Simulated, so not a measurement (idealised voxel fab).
This is a process module. Its name is voxel gate over fins.
We display cut, a cross-section 260 nm in width whose square cells are each 5 nm.
In this document a cross-section is written as a grid of square cells. It is given as a series of bands, listed from the top down, and a band is one or more rows of cells. Within each band entry, the heights of the top and of the bottom of the band appear first, in that order and in nm; the materials of the band then follow from left to right, each with its corresponding width in nm. The designation "all across" on a single material indicates that it fills the band from edge to edge; the designation "blank" indicates empty space. Convention: height 0 is the level below which the wafer, as received, is all one material. The lowest band does not terminate at the bottom but continues downward, represented as "0 -> down". A width given as "30->40" starts at the first number in the band's top row and ends at the second number in its bottom row, shifting by an equal amount at every step from row to row. The designation "nothing different", where it is given for a processing step, indicates that no cell of the cross-section was altered in the course of that step. "Closed void list" contains a list of empty spaces, each no smaller than 8 cells and without an open way to the top, written in the form width x height at distance with the distance from the left edge and all three in nm. Step line, after settings: the simulator's comment on this step. You can add "overlay nm" to a step's line. For a step with a mask, it describes how far the mask lay to the right of its planned position, and a negative number describes a lay to the left.
STEPS PLANNED FOR THE PROCESS
1. RECEIVE (material Si)
2. CONFORMAL_DEP (material SiN; thk nm 10)
3. DIRECTIONAL_DEP (material aC; thk nm 10)
4. PATTERN (tone cover; mask id FINS; material resist; width nm 15; pitch nm 40; thk nm 30; overlay nm 0)
5. DIRECTIONAL_ETCH (etch materials aC; depth nm 10)
6. STRIP (etch materials resist)
7. DIRECTIONAL_ETCH (etch materials SiN; depth nm 10)
8. DIRECTIONAL_ETCH (etch materials Si; depth nm 30)
9. STRIP (etch materials aC)
10. FILL_DEP (material SiO2; thk nm 5)
11. CMP (height nm 10)
12. SELECTIVE_ETCH (etch materials SiO2; depth nm 25)
13. STRIP (etch materials SiN)
14. CONFORMAL_DEP (material HfO2; thk nm 5)
15. CONFORMAL_DEP (material TiN; thk nm 5)
16. CONFORMAL_DEP (material TiAl; thk nm 5)
17. CONFORMAL_DEP (material TiN; thk nm 5)
18. FILL_DEP (material W; thk nm 10)
19. CMP (height nm 25)
20. CONFORMAL_DEP (material SiCN; thk nm 10)
HERE'S WHAT THE WAFER LOOKED LIKE IN CROSS-SECTION WHEN IT ARRIVED - THAT'S AFTER STEP 1
    0 -> down: Si all across
    Closed void list: none
THE FIRST OF THE TWO WAFERS AS SEEN IN CROSS-SECTION ONCE THE MODULE WAS FINISHED; PROCESSING FOLLOWED THE PLAN
    35 -> 25: SiCN all across
    25 -> 20: W all across
    20 -> 15: W 80 nm | TiN 95 nm | W 85 nm
    15 -> 10: W 80 nm | TiN 5 nm | TiAl 85 nm | TiN 5 nm | W 85 nm
    10 -> 5: W 80 nm | TiN 5 nm | TiAl 5 nm | TiN 35 nm | TiAl 5 nm | TiN 35 nm | TiAl 5 nm | TiN 5 nm | W 85 nm
    5 -> 0: TiN 85 nm | TiAl 5 nm | TiN 5 nm | HfO2 25 nm | TiN 5 nm | TiAl 5 nm | TiN 5 nm | HfO2 25 nm | TiN 5 nm | TiAl 5 nm | TiN 90 nm
    0 -> -5: TiAl 90 nm | TiN 5 nm | HfO2 5 nm | Si 15 nm | HfO2 5 nm | TiN 5 nm | TiAl 5 nm | TiN 5 nm | HfO2 5 nm | Si 15 nm | HfO2 5 nm | TiN 5 nm | TiAl 95 nm
    -5 -> -10: TiN 95 nm | HfO2 5 nm | Si 15 nm | HfO2 5 nm | TiN 15 nm | HfO2 5 nm | Si 15 nm | HfO2 5 nm | TiN 100 nm
    -10 -> -15: HfO2 100 nm | Si 15 nm | HfO2 25 nm | Si 15 nm | HfO2 105 nm
    -15 -> -30: SiO2 100 nm | Si 15 nm | SiO2 25 nm | Si 15 nm | SiO2 105 nm
    -30 -> down: Si all across
    Closed void list: none
HERE'S THE SECOND OF OUR TWO WAFERS SECTIONED AT MODULE END. SAME START AS THE FIRST, SAME PLAN, BUT ONE MISTAKE GOT MADE RUNNING IT
    35 -> 25: SiCN all across
    25 -> 20: W all across
    20 -> 15: W 80 nm | TiN 95 nm | W 85 nm
    15 -> 10: W 80 nm | TiN 5 nm | TiAl 85 nm | TiN 5 nm | W 85 nm
    10 -> 5: W 80 nm | TiN 5 nm | TiAl 5 nm | TiN 35 nm | TiAl 5 nm | TiN 35 nm | TiAl 5 nm | TiN 5 nm | W 85 nm
    5 -> 0: TiN 85 nm | TiAl 5 nm | TiN 5 nm | HfO2 25 nm | TiN 5 nm | TiAl 5 nm | TiN 5 nm | HfO2 25 nm | TiN 5 nm | TiAl 5 nm | TiN 90 nm
    0 -> -5: TiAl 90 nm | TiN 5 nm | HfO2 5 nm | Si 15 nm | HfO2 5 nm | TiN 5 nm | TiAl 5 nm | TiN 5 nm | HfO2 5 nm | Si 15 nm | HfO2 5 nm | TiN 5 nm | TiAl 95 nm
    -5 -> -10: TiN 95 nm | HfO2 5 nm | Si 15 nm | HfO2 5 nm | TiN 15 nm | HfO2 5 nm | Si 15 nm | HfO2 5 nm | TiN 100 nm
    -10 -> -15: HfO2 100 nm | Si 15 nm | HfO2 25 nm | Si 15 nm | HfO2 105 nm
    -15 -> -60: SiO2 100 nm | Si 15 nm | SiO2 25 nm | Si 15 nm | SiO2 105 nm
    -60 -> down: Si all across
    Closed void list: none
It is concluded that the wafer was processed incorrectly with respect to the plan, in that step 8 of the plan was carried out twice
The final cell counts differ between the wafers, with the second having more or fewer of some materials than the first: -276 Si, +276 SiO2
